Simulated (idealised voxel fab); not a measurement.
Name of the process module below: voxel plated lines
It is cross-section cut that appears here, measuring 290 nm in width, its square cells being 5 nm in size.
Just so we're on the same page, the cross-sections are grids of square cells, and they're listed out in bands top to bottom, each band one or more rows deep.
A band entry consists of two parts. The first gives the height of the band's top and the height of its bottom, in nm. The rest lists the band's materials from left to right, each with its width in nm. A single material labelled with the word "all across" fills the band from edge to edge, and the word "blank" marks empty space.
Heads up on the height convention: 0 is the point under which the incoming wafer is all one material, and the lowest band has no bottom, it just keeps going down, like "from 0 down".
You'd read "30->40" like this: the band's top row of cells is as wide as the first number, its bottom row is as wide as the second, and going down, every row changes width by the same amount as the row before did.
Step note "nothing different" = no cross-section cell changed.
Under "Closed void register" you'll find the enclosed gaps, the ones with no way out to the top, that are 8 cells or bigger; each reads width x height at distance, with distance counted from the left edge, everything in nm.
That trailing text on a step's line, after the settings, is the simulator's own remark on the step.
You can add "overlay nm" to a step's line. For a step with a mask, it describes how far the mask lay to the right of its planned position, and a negative number describes a lay to the left.
# Set out below are the planned steps of the process
- 1: op RECEIVE | material Si
- 2: op CONFORMAL_DEP | material Al2O3 | thk nm 10
- 3: op DIRECTIONAL_DEP | material TiN | thk nm 5
- 4: op PATTERN | tone open | mask id LINES | material resist | width nm 30 | pitch nm 60 | thk nm 40 | overlay nm 0
- 5: op EPI | material Ru | thk nm 5
- 6: op EPI | material Ru | thk nm 5
- 7: op EPI | material Ru | thk nm 5
- 8: op STRIP | etch materials resist
- 9: op DIRECTIONAL_ETCH | etch materials TiN | depth nm 5
- 10: op CONFORMAL_DEP | material SiO2 | thk nm 5
# The following pertains to the first of two wafers, which was processed as planned
# Cross-section of the wafer at receipt, which is the condition after step 1
- from 0 down: Si all across
- Closed void register: none
# The wafer in cross-section once step 2 is complete
- from 10 to 0: Al2O3 all across
- All layers under 0 are left as they were.
# The wafer in cross-section once step 3 is complete
- from 15 to 10: TiN all across
- All layers under 10 are left as they were.
# The wafer in cross-section once step 4 is complete
- from 55 to 15: resist (100), then blank (30), then resist (30), then blank (30), then resist (100)
- All layers under 15 are left as they were.
# The wafer in cross-section once step 5 is complete
- from 55 to 20: resist (100), then blank (30), then resist (30), then blank (30), then resist (100)
- from 20 to 15: resist (100), then Ru (30), then resist (30), then Ru (30), then resist (100)
- All layers under 15 are left as they were.
# The wafer in cross-section once step 6 is complete
- from 55 to 25: resist (100), then blank (30), then resist (30), then blank (30), then resist (100)
- from 25 to 15: resist (100), then Ru (30), then resist (30), then Ru (30), then resist (100)
- All layers under 15 are left as they were.
# The wafer in cross-section once step 7 is complete
- from 55 to 30: resist (100), then blank (30), then resist (30), then blank (30), then resist (100)
- from 30 to 15: resist (100), then Ru (30), then resist (30), then Ru (30), then resist (100)
- All layers under 15 are left as they were.
# The wafer in cross-section once step 8 is complete
- from 30 to 15: blank (100), then Ru (30), then blank (30), then Ru (30), then blank (100)
- All layers under 15 are left as they were.
# The wafer in cross-section once step 9 is complete
- from 30 to 15: blank (100), then Ru (30), then blank (30), then Ru (30), then blank (100)
- from 15 to 10: blank (100), then TiN (30), then blank (30), then TiN (30), then blank (100)
- All layers under 10 are left as they were.
# The wafer in cross-section once step 10 is complete
- from 35 to 30: blank (95), then SiO2 (40), then blank (20), then SiO2 (40), then blank (95)
- from 30 to 15: blank (95), then SiO2 (5), then Ru (30), then SiO2 (5), then blank (20), then SiO2 (5), then Ru (30), then SiO2 (5), then blank (95)
- from 15 to 10: SiO2 (100), then TiN (30), then SiO2 (30), then TiN (30), then SiO2 (100)
- All layers under 10 are left as they were.
# Notes, second wafer: start = first wafer's, plan = first wafer's, execution had one mistake; history identical to first through step 9
# Cross-section of the second wafer at the time by which step 10 should have been completed according to the plan
- from 35 to 30: blank (95), then TiN (40), then blank (20), then TiN (40), then blank (95)
- from 30 to 15: blank (95), then TiN (5), then Ru (30), then TiN (5), then blank (20), then TiN (5), then Ru (30), then TiN (5), then blank (95)
- from 15 to 10: TiN all across
- All layers under 10 are left as they were.
Which mistake was made when the wafer was run? rather than as planned, step 10 actually ran as op CONFORMAL_DEP | material TiN | thk nm 5
The second wafer ends with more or fewer cells of some materials than the first, per final count: 74 fewer of SiO2; 74 more of TiN
